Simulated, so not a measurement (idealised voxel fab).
Title: Process Module voxel transistor to metal
For reference, the cross-section in this document is cut, with width 295 nm and square cells of 5 nm.
Heads up, the way a cross-section reads in here is a grid of square cells, handed over as bands from the top down, with every band being one or more rows of cells. For a band, the entry starts with two heights in nm, that of the top and then that of the bottom, and carries on with the band's materials in order from left to right, each alongside its width in nm; the word "edge to edge" beside a single material means it fills the band edge to edge, and "empty" means empty space. Heights from 0 (as-received wafer is one material below). Bottom band endless downward, as "0 and below". You'd read "30->40" like this: the band's top row of cells is as wide as the first number, its bottom row is as wide as the second, and going down, every row changes width by the same amount as the row before did. A step reported as "stayed the same" is a step in which no cell of the cross-section changed. Closed-off voids of 8+ cells (no open route to the top) go in "closed voids", written width x height at distance from the left edge, in nm. Where a step's line continues beyond its settings, the continuation is a remark by the simulator itself on that step. For masked steps, "overlay nm" on the step line gives how far right of plan the mask actually lay; a minus sign means it lay to the left.

# Process steps - plan
1. RECEIVE | material Si
2. OXIDIZE | depth nm 5
3. CONFORMAL_DEP | material SiN | thk nm 15
4. DIRECTIONAL_DEP | material aC | thk nm 10
5. PATTERN | tone cover | mask id ACTIVE | material resist | width nm 95 | pitch nm 125 | thk nm 30 | overlay nm 0
6. DIRECTIONAL_ETCH | etch materials aC | depth nm 10
7. STRIP | etch materials resist
8. DIRECTIONAL_ETCH | etch materials SiN | depth nm 15
9. DIRECTIONAL_ETCH | etch materials SiO2 | depth nm 5
10. DIRECTIONAL_ETCH | etch materials Si | depth nm 30
11. STRIP | etch materials aC
12. OXIDIZE | depth nm 5
13. FILL_DEP | material SiO2 | thk nm 10
14. CMP | height nm 15
15. SELECTIVE_ETCH | etch materials SiO2 | depth nm 10
16. STRIP | etch materials SiN
17. SELECTIVE_ETCH | etch materials SiO2 | depth nm 5
18. OXIDIZE | depth nm 5
19. DIRECTIONAL_DEP | material polySi | thk nm 20
20. DIRECTIONAL_DEP | material SiCN | thk nm 10
21. PATTERN | tone cover | mask id GATE | material resist | width nm 15 | pitch nm 125 | thk nm 15 | overlay nm 0
22. DIRECTIONAL_ETCH | etch materials SiCN | depth nm 20
23. DIRECTIONAL_ETCH | etch materials polySi | depth nm 30
24. STRIP | etch materials resist
25. CONFORMAL_DEP | material SiN | thk nm 5
26. DIRECTIONAL_ETCH | etch materials SiN | depth nm 5
27. DIRECTIONAL_ETCH | etch materials SiO2 | depth nm 5
28. DIRECTIONAL_ETCH | etch materials Si | depth nm 10
29. EPI | material SiGe | thk nm 15
30. FILL_DEP | material SiO2 | thk nm 5
31. CMP | height nm 25
32. DIRECTIONAL_DEP | material SiO2 | thk nm 15
33. MASKED_ETCH | tone open | mask id CONTACT | width nm 25 | etch materials SiO2 | depth nm 45 | overlay nm 0
34. CONFORMAL_DEP | material TiN | thk nm 5
35. FILL_DEP | material Ru | thk nm 5
36. CMP | height nm 40
37. DIRECTIONAL_DEP | material TiN | thk nm 5
38. DIRECTIONAL_DEP | material Ru | thk nm 15
39. MASKED_ETCH | tone cover | mask id METAL_1 | width nm 15 | etch materials Ru | depth nm 15 | overlay nm 0
40. MASKED_ETCH | tone cover | mask id METAL_1 | width nm 15 | etch materials TiN | depth nm 5 | overlay nm 0
41. CONFORMAL_DEP | material SiCN | thk nm 5
42. FILL_DEP | material lowk | thk nm 10
43. CMP | height nm 60
44. CONFORMAL_DEP | material SiN | thk nm 5

# Shown in cross-section is the wafer as received, that is, as it stands after step 1
  0 and below | Si edge to edge
  closed voids: none

# Cross-sectional view of the first of the two wafers upon completion of the module, processed in accordance with the plan
  65 down to 60 | SiN edge to edge
  60 down to 45 | lowk 40 nm  SiCN 5 nm  Ru 15 nm  SiCN 5 nm  lowk 35 nm  SiCN 5 nm  Ru 15 nm  SiCN 5 nm  lowk 40 nm  SiCN 5 nm  Ru 15 nm  SiCN 5 nm  lowk 35 nm  SiCN 5 nm  Ru 15 nm  SiCN 5 nm  lowk 45 nm
  45 down to 40 | SiCN 45 nm  TiN 15 nm  SiCN 45 nm  TiN 15 nm  SiCN 50 nm  TiN 15 nm  SiCN 45 nm  TiN 15 nm  SiCN 50 nm
  40 down to 25 | SiO2 45 nm  TiN 5 nm  Ru 15 nm  TiN 5 nm  SiO2 25 nm  TiN 5 nm  Ru 15 nm  TiN 5 nm  SiO2 50 nm  TiN 5 nm  Ru 15 nm  TiN 5 nm  SiO2 25 nm  TiN 5 nm  Ru 15 nm  TiN 5 nm  SiO2 50 nm
  25 down to 15 | SiO2 45 nm  TiN 5 nm  Ru 15 nm  TiN 5 nm  SiN 5 nm  SiCN 15 nm  SiN 5 nm  TiN 5 nm  Ru 15 nm  TiN 5 nm  SiO2 50 nm  TiN 5 nm  Ru 15 nm  TiN 5 nm  SiN 5 nm  SiCN 15 nm  SiN 5 nm  TiN 5 nm  Ru 15 nm  TiN 5 nm  SiO2 50 nm
  15 down to 10 | SiO2 45 nm  TiN 5 nm  Ru 15 nm  TiN 5 nm  SiN 5 nm  polySi 15 nm  SiN 5 nm  TiN 5 nm  Ru 15 nm  TiN 5 nm  SiO2 50 nm  TiN 5 nm  Ru 15 nm  TiN 5 nm  SiN 5 nm  polySi 15 nm  SiN 5 nm  TiN 5 nm  Ru 15 nm  TiN 5 nm  SiO2 50 nm
  10 down to 5 | SiO2 45 nm  TiN 25 nm  SiN 5 nm  polySi 15 nm  SiN 5 nm  TiN 25 nm  SiO2 50 nm  TiN 25 nm  SiN 5 nm  polySi 15 nm  SiN 5 nm  TiN 25 nm  SiO2 50 nm
  5 down to 0 | SiO2 45 nm  TiN 10 nm  SiGe 15 nm  SiN 5 nm  polySi 15 nm  SiN 5 nm  SiGe 15 nm  TiN 10 nm  SiO2 50 nm  TiN 10 nm  SiGe 15 nm  SiN 5 nm  polySi 15 nm  SiN 5 nm  SiGe 15 nm  TiN 10 nm  SiO2 50 nm
  0 down to -5 | SiO2 30 nm  SiN 5 nm  SiO2 10 nm  TiN 10 nm  SiGe 15 nm  SiN 5 nm  polySi 15 nm  SiN 5 nm  SiGe 15 nm  TiN 10 nm  SiO2 10 nm  SiN 5 nm  SiO2 20 nm  SiN 5 nm  SiO2 10 nm  TiN 10 nm  SiGe 15 nm  SiN 5 nm  polySi 15 nm  SiN 5 nm  SiGe 15 nm  TiN 10 nm  SiO2 10 nm  SiN 5 nm  SiO2 35 nm
  -5 down to -10 | SiO2 35 nm  SiGe 35 nm  SiO2 25 nm  SiGe 35 nm  SiO2 30 nm  SiGe 35 nm  SiO2 25 nm  SiGe 35 nm  SiO2 40 nm
  -10 down to -20 | SiO2 40 nm  SiGe 30 nm  Si 25 nm  SiGe 30 nm  SiO2 40 nm  SiGe 30 nm  Si 25 nm  SiGe 30 nm  SiO2 45 nm
  -20 down to -40 | SiO2 40 nm  Si 85 nm  SiO2 40 nm  Si 85 nm  SiO2 45 nm
  -40 and below | Si edge to edge
  closed voids: none

# Wafer two, sectioned after the module: the first wafer's start, the first wafer's plan, and one mistake in how it was run
  65 down to 60 | SiN edge to edge
  60 down to 50 | lowk 40 nm  SiCN 5 nm  Ru 15 nm  SiCN 5 nm  lowk 35 nm  SiCN 5 nm  Ru 15 nm  SiCN 5 nm  lowk 40 nm  SiCN 5 nm  Ru 15 nm  SiCN 5 nm  lowk 35 nm  SiCN 5 nm  Ru 15 nm  SiCN 5 nm  lowk 45 nm
  50 down to 45 | lowk 40 nm  SiCN 5 nm  Ru 15 nm  SiCN 15 nm  lowk 25 nm  SiCN 5 nm  Ru 15 nm  SiCN 15 nm  lowk 30 nm  SiCN 5 nm  Ru 15 nm  SiCN 15 nm  lowk 25 nm  SiCN 5 nm  Ru 15 nm  SiCN 15 nm  lowk 35 nm
  45 down to 40 | SiCN 45 nm  TiN 25 nm  SiCN 35 nm  TiN 25 nm  SiCN 40 nm  TiN 25 nm  SiCN 35 nm  TiN 25 nm  SiCN 40 nm
  40 down to 25 | SiO2 45 nm  TiN 5 nm  Ru 15 nm  TiN 5 nm  SiO2 25 nm  TiN 5 nm  Ru 15 nm  TiN 5 nm  SiO2 50 nm  TiN 5 nm  Ru 15 nm  TiN 5 nm  SiO2 25 nm  TiN 5 nm  Ru 15 nm  TiN 5 nm  SiO2 50 nm
  25 down to 15 | SiO2 45 nm  TiN 5 nm  Ru 15 nm  TiN 5 nm  SiN 5 nm  SiCN 15 nm  SiN 5 nm  TiN 5 nm  Ru 15 nm  TiN 5 nm  SiO2 50 nm  TiN 5 nm  Ru 15 nm  TiN 5 nm  SiN 5 nm  SiCN 15 nm  SiN 5 nm  TiN 5 nm  Ru 15 nm  TiN 5 nm  SiO2 50 nm
  15 down to 10 | SiO2 45 nm  TiN 5 nm  Ru 15 nm  TiN 5 nm  SiN 5 nm  polySi 15 nm  SiN 5 nm  TiN 5 nm  Ru 15 nm  TiN 5 nm  SiO2 50 nm  TiN 5 nm  Ru 15 nm  TiN 5 nm  SiN 5 nm  polySi 15 nm  SiN 5 nm  TiN 5 nm  Ru 15 nm  TiN 5 nm  SiO2 50 nm
  10 down to 5 | SiO2 45 nm  TiN 25 nm  SiN 5 nm  polySi 15 nm  SiN 5 nm  TiN 25 nm  SiO2 50 nm  TiN 25 nm  SiN 5 nm  polySi 15 nm  SiN 5 nm  TiN 25 nm  SiO2 50 nm
  5 down to 0 | SiO2 45 nm  TiN 10 nm  SiGe 15 nm  SiN 5 nm  polySi 15 nm  SiN 5 nm  SiGe 15 nm  TiN 10 nm  SiO2 50 nm  TiN 10 nm  SiGe 15 nm  SiN 5 nm  polySi 15 nm  SiN 5 nm  SiGe 15 nm  TiN 10 nm  SiO2 50 nm
  0 down to -5 | SiO2 30 nm  SiN 5 nm  SiO2 10 nm  TiN 10 nm  SiGe 15 nm  SiN 5 nm  polySi 15 nm  SiN 5 nm  SiGe 15 nm  TiN 10 nm  SiO2 10 nm  SiN 5 nm  SiO2 20 nm  SiN 5 nm  SiO2 10 nm  TiN 10 nm  SiGe 15 nm  SiN 5 nm  polySi 15 nm  SiN 5 nm  SiGe 15 nm  TiN 10 nm  SiO2 10 nm  SiN 5 nm  SiO2 35 nm
  -5 down to -10 | SiO2 35 nm  SiGe 35 nm  SiO2 25 nm  SiGe 35 nm  SiO2 30 nm  SiGe 35 nm  SiO2 25 nm  SiGe 35 nm  SiO2 40 nm
  -10 down to -20 | SiO2 40 nm  SiGe 30 nm  Si 25 nm  SiGe 30 nm  SiO2 40 nm  SiGe 30 nm  Si 25 nm  SiGe 30 nm  SiO2 45 nm
  -20 down to -40 | SiO2 40 nm  Si 85 nm  SiO2 40 nm  Si 85 nm  SiO2 45 nm
  -40 and below | Si edge to edge
  closed voids: none
Error vs. plan: planned and actual differ for step 40; actual: MASKED_ETCH | tone cover | mask id METAL_1 | width nm 15 | etch materials TiN | depth nm 5 | overlay nm 10
Final comparison by cell count, materials where the second wafer has more or fewer than the first: 8 more of TiN | 8 fewer of lowk
